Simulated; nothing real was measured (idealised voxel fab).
The process module that follows is named voxel wiring stack.
Cross-section cut: width 280 nm, square cells of 5 nm.
Heads up, the way a cross-section reads in here is a grid of square cells, handed over as bands from the top down, with every band being one or more rows of cells. Heads up on the band format: heights come first, top then bottom, in nm. After that it's the materials left to right, each with its width in nm. A single material flagged "everywhere" fills the whole band edge to edge, and "blank" means there's empty space there. Basically, 0 is our baseline, since under it the wafer straight out of the box is all one material. The bottom band has no lower end and keeps on going down, so it looks like "0 nm and below". Width "30->40": first value at the band's top row of cells, second value at its bottom row, equal change from row to row. The cross-section has no changed cell in any step marked "left unchanged". "Enclosed voids" - sealed voids, min. 8 cells, no opening to top; format: width x height at distance (distance from left edge; nm throughout). Text after the settings on a step's line: the simulator's own remark on that step. overlay nm: mask offset rightward from planned place, masked step; negative means leftward offset.

## plan
| 1 | RECEIVE [material Si] |
| 2 | CONFORMAL_DEP [material SiO2] [thk nm 10] |
| 3 | CONFORMAL_DEP [material SiCN] [thk nm 5] |
| 4 | DIRECTIONAL_DEP [material lowk] [thk nm 25] |
| 5 | DIRECTIONAL_DEP [material aC] [thk nm 10] |
| 6 | PATTERN [tone open] [mask id METAL_1] [material resist] [width nm 30] [pitch nm 55] [thk nm 30] [overlay nm 0] |
| 7 | DIRECTIONAL_ETCH [etch materials aC] [depth nm 10] |
| 8 | STRIP [etch materials resist] |
| 9 | DIRECTIONAL_ETCH [etch materials lowk] [depth nm 25] |
| 10 | DIRECTIONAL_ETCH [etch materials SiCN] [depth nm 5] |
| 11 | STRIP [etch materials aC] |
| 12 | CONFORMAL_DEP [material TiN] [thk nm 5] |
| 13 | FILL_DEP [material Ru] [thk nm 5] |
| 14 | CMP [height nm 40] |
| 15 | EPI [material Ru] [thk nm 5] |
| 16 | FILL_DEP [material SiCN] [thk nm 5] |
| 17 | DIRECTIONAL_DEP [material lowk] [thk nm 15] |
| 18 | DIRECTIONAL_DEP [material aC] [thk nm 15] |
| 19 | PATTERN [tone open] [mask id PLUG_1] [material resist] [width nm 15] [pitch nm 110] [thk nm 35] [overlay nm 0] |
| 20 | DIRECTIONAL_ETCH [etch materials aC] [depth nm 15] |
| 21 | STRIP [etch materials resist] |
| 22 | DIRECTIONAL_ETCH [etch materials lowk] [depth nm 15] |
| 23 | DIRECTIONAL_ETCH [etch materials SiCN] [depth nm 5] |
| 24 | STRIP [etch materials aC] |
| 25 | EPI [material Ru] [thk nm 10] |
| 26 | EPI [material Ru] [thk nm 10] |
| 27 | DIRECTIONAL_DEP [material TiN] [thk nm 5] |
| 28 | DIRECTIONAL_DEP [material W] [thk nm 25] |
| 29 | DIRECTIONAL_DEP [material aC] [thk nm 10] |
| 30 | PATTERN [tone cover] [mask id METAL_2] [material resist] [width nm 30] [pitch nm 55] [thk nm 30] [overlay nm 0] |
| 31 | DIRECTIONAL_ETCH [etch materials aC] [depth nm 10] |
| 32 | STRIP [etch materials resist] |
| 33 | DIRECTIONAL_ETCH [etch materials W] [depth nm 25] |
| 34 | DIRECTIONAL_ETCH [etch materials TiN] [depth nm 5] |
| 35 | STRIP [etch materials aC] |
| 36 | CONFORMAL_DEP [material SiCN] [thk nm 5] |
| 37 | FILL_DEP [material lowk] [thk nm 5] |
| 38 | CMP [height nm 95] |
| 39 | CONFORMAL_DEP [material SiCN] [thk nm 5] |
| 40 | DIRECTIONAL_DEP [material SiO2] [thk nm 20] |
| 41 | MASKED_ETCH [tone open] [mask id PLUG_2] [width nm 15] [pitch nm 55] [etch materials SiO2] [depth nm 20] [overlay nm 0] |
| 42 | MASKED_ETCH [tone open] [mask id PLUG_2] [width nm 15] [pitch nm 55] [etch materials SiCN] [depth nm 5] [overlay nm 0] |
| 43 | EPI [material Ru] [thk nm 10] |
| 44 | EPI [material Ru] [thk nm 10] |
| 45 | EPI [material Ru] [thk nm 5] |
| 46 | DIRECTIONAL_DEP [material TiN] [thk nm 5] |
| 47 | DIRECTIONAL_DEP [material Ru] [thk nm 25] |
| 48 | MASKED_ETCH [tone cover] [mask id METAL_3] [width nm 30] [pitch nm 55] [etch materials Ru] [depth nm 25] [overlay nm 0] |
| 49 | MASKED_ETCH [tone cover] [mask id METAL_3] [width nm 30] [pitch nm 55] [etch materials TiN] [depth nm 5] [overlay nm 0] |
| 50 | FILL_DEP [material lowk] [thk nm 5] |
| 51 | CMP [height nm 140] |
| 52 | CONFORMAL_DEP [material SiN] [thk nm 5] |
It is noted that the wafers described herein are identical at the outset and are distinguished by the height nm of step 51; the value stated in the plan corresponds to the first wafer.

## Cross-section of the first incoming wafer of several, state after step 1
* 0 nm and below: Si everywhere
* Enclosed voids: none

## Tabulated below, wafer by wafer, are the end-of-module results: for each material, the number of cells gained (+) or lost (-) relative to the as-received state, followed by the closed voids
height nm 140 | +268 Ru | +222 SiCN | +56 SiN | +288 SiO2 | +112 TiN | +120 W | +558 lowk | Enclosed voids: none
height nm 145 | +292 Ru | +222 SiCN | +56 SiN | +288 SiO2 | +112 TiN | +120 W | +590 lowk | Enclosed voids: none
height nm 150 | +316 Ru | +222 SiCN | +56 SiN | +288 SiO2 | +112 TiN | +120 W | +622 lowk | Enclosed voids: none
height nm 155 | +316 Ru | +222 SiCN | +56 SiN | +288 SiO2 | +112 TiN | +120 W | +678 lowk | Enclosed voids: none
